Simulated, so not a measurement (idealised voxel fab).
The following process module bears the name voxel gate over fins.
Section cut is 195 nm wide and gridded with 5 nm square cells.
Cross-section = grid of square cells, listed top down in bands; band = one or more rows.
Basically the band line says how high the top is and how high the bottom is, in nm, and then what's in it from left to right, every material with its width in nm. Empty space shows up as "empty", and if a single material carries "throughout" it runs the full band edge to edge.
Heights are reckoned from 0. Under this level, the received wafer is all of one material. The bottommost band is open-ended downward, for example "z 0 and below".
Graded width ("30 to 40"): value in top row of band = first number; value in bottom row = second number; row-to-row change constant.
Reading "remains unaltered" for a step: not a cell of the cross-section changed in it.
In "Completely sealed voids" the enclosed voids are listed, meaning empty spaces of 8 cells or larger without any opening to the top. The form is width x height at distance, distance from the left edge, units nm.
Whatever follows a step's settings on its line is a remark the simulator itself makes about that step.
The setting "overlay nm" may be written on the line of a step. When the step uses a mask, the value reports how far to the right of the planned place the mask lay, and a negative value reports that it lay to the left.
**Listed below are the process steps as planned**
1. RECEIVE: material Si
2. CONFORMAL_DEP: material SiN, thk nm 5
3. PATTERN: tone cover, mask id FINS, material resist, width nm 15, pitch nm 60, thk nm 15, overlay nm 0
4. DIRECTIONAL_ETCH: etch materials SiN, depth nm 5
5. DIRECTIONAL_ETCH: etch materials Si, depth nm 40
6. STRIP: etch materials resist
7. FILL_DEP: material SiO2, thk nm 15
8. CMP: height nm 5
9. PATTERN: tone open, mask id RAIL, material resist, width nm 15, thk nm 15, overlay nm 0
10. DIRECTIONAL_ETCH: etch materials SiO2, depth nm 40
11. STRIP: etch materials resist
12. CONFORMAL_DEP: material TiN, thk nm 5
13. FILL_DEP: material W, thk nm 5
14. CMP: height nm 5
15. SELECTIVE_ETCH: etch materials W Ru TiN, depth nm 25
16. FILL_DEP: material SiO2, thk nm 5
17. CMP: height nm 5
18. SELECTIVE_ETCH: etch materials SiO2, depth nm 20
19. STRIP: etch materials SiN
20. CONFORMAL_DEP: material HfO2, thk nm 5
21. CONFORMAL_DEP: material TiN, thk nm 5
22. CONFORMAL_DEP: material TiAl, thk nm 5
23. CONFORMAL_DEP: material TiN, thk nm 5
24. FILL_DEP: material W, thk nm 10
25. CMP: height nm 25
26. CONFORMAL_DEP: material SiCN, thk nm 5
**Received-state cross-section, reflecting completion of step 1**
	z 0 and below: Si throughout
	Completely sealed voids: none
**Cross-section: first of two wafers, module finished, run according to plan**
	z 30 to 25: SiCN throughout
	z 25 to 20: W throughout
	z 20 to 15: 10 W; 55 TiN; 5 W; 55 TiN; 5 W; 55 TiN; 10 W
	z 15 to 10: 10 W; 5 TiN; 45 TiAl; 5 TiN; 5 W; 5 TiN; 45 TiAl; 5 TiN; 5 W; 5 TiN; 45 TiAl; 5 TiN; 10 W
	z 10 to 5: 10 W; 5 TiN; 5 TiAl; 35 TiN; 5 TiAl; 5 TiN; 5 W; 5 TiN; 5 TiAl; 35 TiN; 5 TiAl; 5 TiN; 5 W; 5 TiN; 5 TiAl; 35 TiN; 5 TiAl; 5 TiN; 10 W
	z 5 to 0: 15 TiN; 5 TiAl; 5 TiN; 25 HfO2; 5 TiN; 5 TiAl; 15 TiN; 5 TiAl; 5 TiN; 25 HfO2; 5 TiN; 5 TiAl; 15 TiN; 5 TiAl; 5 TiN; 25 HfO2; 5 TiN; 5 TiAl; 15 TiN
	z 0 to -5: 20 TiAl; 5 TiN; 5 HfO2; 15 Si; 5 HfO2; 5 TiN; 25 TiAl; 5 TiN; 5 HfO2; 15 Si; 5 HfO2; 5 TiN; 25 TiAl; 5 TiN; 5 HfO2; 15 Si; 5 HfO2; 5 TiN; 20 TiAl
	z -5 to -10: 25 TiN; 5 HfO2; 15 Si; 5 HfO2; 35 TiN; 5 HfO2; 15 Si; 5 HfO2; 35 TiN; 5 HfO2; 15 Si; 5 HfO2; 25 TiN
	z -10 to -15: 30 HfO2; 15 Si; 45 HfO2; 15 Si; 45 HfO2; 15 Si; 30 HfO2
	z -15 to -20: 30 SiO2; 15 Si; 45 SiO2; 15 Si; 45 SiO2; 15 Si; 30 SiO2
	z -20 to -30: 30 SiO2; 15 Si; 15 SiO2; 5 TiN; 5 W; 5 TiN; 15 SiO2; 15 Si; 45 SiO2; 15 Si; 30 SiO2
	z -30 to -35: 30 SiO2; 15 Si; 15 SiO2; 15 TiN; 15 SiO2; 15 Si; 45 SiO2; 15 Si; 30 SiO2
	z -35 to -40: 30 SiO2; 15 Si; 45 SiO2; 15 Si; 45 SiO2; 15 Si; 30 SiO2
	z -40 and below: Si throughout
	Completely sealed voids: none
**Second wafer through the module, sectioned at the end: same beginning and same plan as the first wafer, with one mistake in carrying it out**
	z 30 to 25: SiCN throughout
	z 25 to 20: TiN throughout
	z 20 to 15: TiAl throughout
	z 15 to 10: TiN throughout
	z 10 to 0: HfO2 throughout
	z 0 and below: Si throughout
	Completely sealed voids: none
Diagnosis: step 2 ran differently from the plan; actual operation with settings: CONFORMAL_DEP: material HfO2, thk nm 5
at the end the second wafer has, in cells: HfO2 +21, Si +240, SiO2 -141, TiAl -18, TiN -43, W -59
